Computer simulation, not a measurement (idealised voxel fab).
process module | voxel spacer lines
cross-section cut | 220 nm wide | cells 5 nm
A cross-section is a grid of square cells, given in bands from the top down. A band is one or more rows of cells.
Each band's line starts with the height of the band's top and of its bottom, in nm. Then come its materials from left to right, each with its width in nm. One material with "throughout" fills the band from edge to edge. "air" is empty space.
Height 0 is the level under which the wafer as received is all one material. The lowest band goes on downwards, as in "0 down".
A width such as "30 to 40" changes by the same amount from each row of cells to the next, from the band's top row to its bottom row.
"no change" after a step means that no cell of the cross-section changed.
closed voids: empty space of 8 cells or more with no open way to the top, each as width x height at its distance from the left edge, in nm
after a step's settings: what the simulator itself notes on the step
overlay nm, on a step with a mask: how far to the right of its planned place the mask lay; to the left if negative
plan
1 op RECEIVE | material Si
2 op CONFORMAL_DEP | material Al2O3 | thk nm 10
3 op DIRECTIONAL_DEP | material TiN | thk nm 15
4 op DIRECTIONAL_DEP | material polySi | thk nm 30
5 op PATTERN | tone cover | mask id MANDREL | material resist | width nm 25 | pitch nm 70 | thk nm 35 | overlay nm 0
6 op DIRECTIONAL_ETCH | etch materials polySi | depth nm 30
7 op STRIP | etch materials resist
8 op CONFORMAL_DEP | material SiO2 | thk nm 10
9 op DIRECTIONAL_ETCH | etch materials SiO2 | depth nm 10
10 op STRIP | etch materials polySi
11 op DIRECTIONAL_ETCH | etch materials TiN | depth nm 15
12 op STRIP | etch materials SiO2
13 op FILL_DEP | material SiO2 | thk nm 5
14 op CMP | height nm 25
as received, after step 1
  0 down: Si throughout
  closed voids: none
a wafer at the end: this start, this plan, one mistake
  25 to 10: Al2O3 50 | TiN 10 | Al2O3 25 | TiN 10 | Al2O3 25 | TiN 10 | Al2O3 25 | TiN 10 | Al2O3 55
  10 to 0: Al2O3 throughout
  0 down: Si throughout
  closed voids: none
what went wrong: step 13 ran as: op FILL_DEP | material Al2O3 | thk nm 5
